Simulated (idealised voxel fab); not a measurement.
Title: Process Module voxel quadruple lines
Each square cell in cross-section cut measures 5 nm, and the section as a whole is 245 nm wide.
Each cross-section below is a grid of square cells, stated as bands in top-down order, with one or more rows of cells making up each band.
Each band's line starts with the height of the band's top and of its bottom, in nm. Then come its materials from left to right, each with its width in nm. One material with "all across" fills the band from edge to edge. "empty" is empty space.
It should be noted that heights are counted from 0, beneath which the wafer as supplied is of one material throughout, and that the lowest band possesses no lower boundary but continues downward, as written in "0 -> down".
You'd read "30..40" like this: the band's top row of cells is as wide as the first number, its bottom row is as wide as the second, and going down, every row changes width by the same amount as the row before did.
What does "same as before" mean for a step? It means no cell of the cross-section changed in that step.
Voids not open to the top, 8 cells minimum: see "Closed empty spaces". Written width x height at distance; distance is from the left edge; nm.
Note: text after step settings on the step line = simulator remark on that step.
The setting "overlay nm" may be written on the line of a step. When the step uses a mask, the value reports how far to the right of the planned place the mask lay, and a negative value reports that it lay to the left.
-- The following list gives the planned process steps
1. RECEIVE, material Si
2. CONFORMAL_DEP, material Al2O3, thk nm 5
3. DIRECTIONAL_DEP, material TiN, thk nm 10
4. DIRECTIONAL_DEP, material polySi, thk nm 20
5. DIRECTIONAL_DEP, material aC, thk nm 20
6. PATTERN, tone cover, mask id MANDREL, material resist, width nm 20, pitch nm 60, thk nm 25, overlay nm 0
7. DIRECTIONAL_ETCH, etch materials aC, depth nm 20
8. STRIP, etch materials resist
9. CONFORMAL_DEP, material SiO2, thk nm 10
10. DIRECTIONAL_ETCH, etch materials SiO2, depth nm 10
11. STRIP, etch materials aC
12. DIRECTIONAL_ETCH, etch materials polySi, depth nm 20
13. STRIP, etch materials SiO2
14. CONFORMAL_DEP, material SiCN, thk nm 5
15. DIRECTIONAL_ETCH, etch materials SiCN, depth nm 5
16. STRIP, etch materials polySi
17. DIRECTIONAL_ETCH, etch materials TiN, depth nm 10
18. STRIP, etch materials SiCN
19. FILL_DEP, material SiO2, thk nm 5
20. CMP, height nm 15
-- So this is the incoming wafer in cross-section - it's already been through step 1
    0 -> down = Si all across
    Closed empty spaces: none
-- Cross-section: first of two wafers, module finished, run according to plan
    15 -> 5 = SiO2 (65)  TiN (5)  SiO2 (10)  TiN (5)  SiO2 (10)  TiN (5)  SiO2 (10)  TiN (5)  SiO2 (10)  TiN (5)  SiO2 (10)  TiN (5)  SiO2 (10)  TiN (5)  SiO2 (10)  TiN (5)  SiO2 (70)
    5 -> 0 = Al2O3 all across
    0 -> down = Si all across
    Closed empty spaces: none
-- Cross-section at end of module for the second wafer of two, which matched the first in starting point and plan and differed by one mistake in its processing
    15 -> 10 = SiO2 all across
    10 -> 0 = SiO2 (65)  TiN (5)  SiO2 (10)  TiN (5)  SiO2 (10)  TiN (5)  SiO2 (10)  TiN (5)  SiO2 (10)  TiN (5)  SiO2 (10)  TiN (5)  SiO2 (10)  TiN (5)  SiO2 (10)  TiN (5)  SiO2 (70)
    0 -> down = Si all across
    Closed empty spaces: none
Misprocessing identified: the plan's step 2 was left out and never carried out
The final cell counts differ between the wafers, with the second having more or fewer of some materials than the first: Al2O3: 49 fewer | SiO2: 49 more
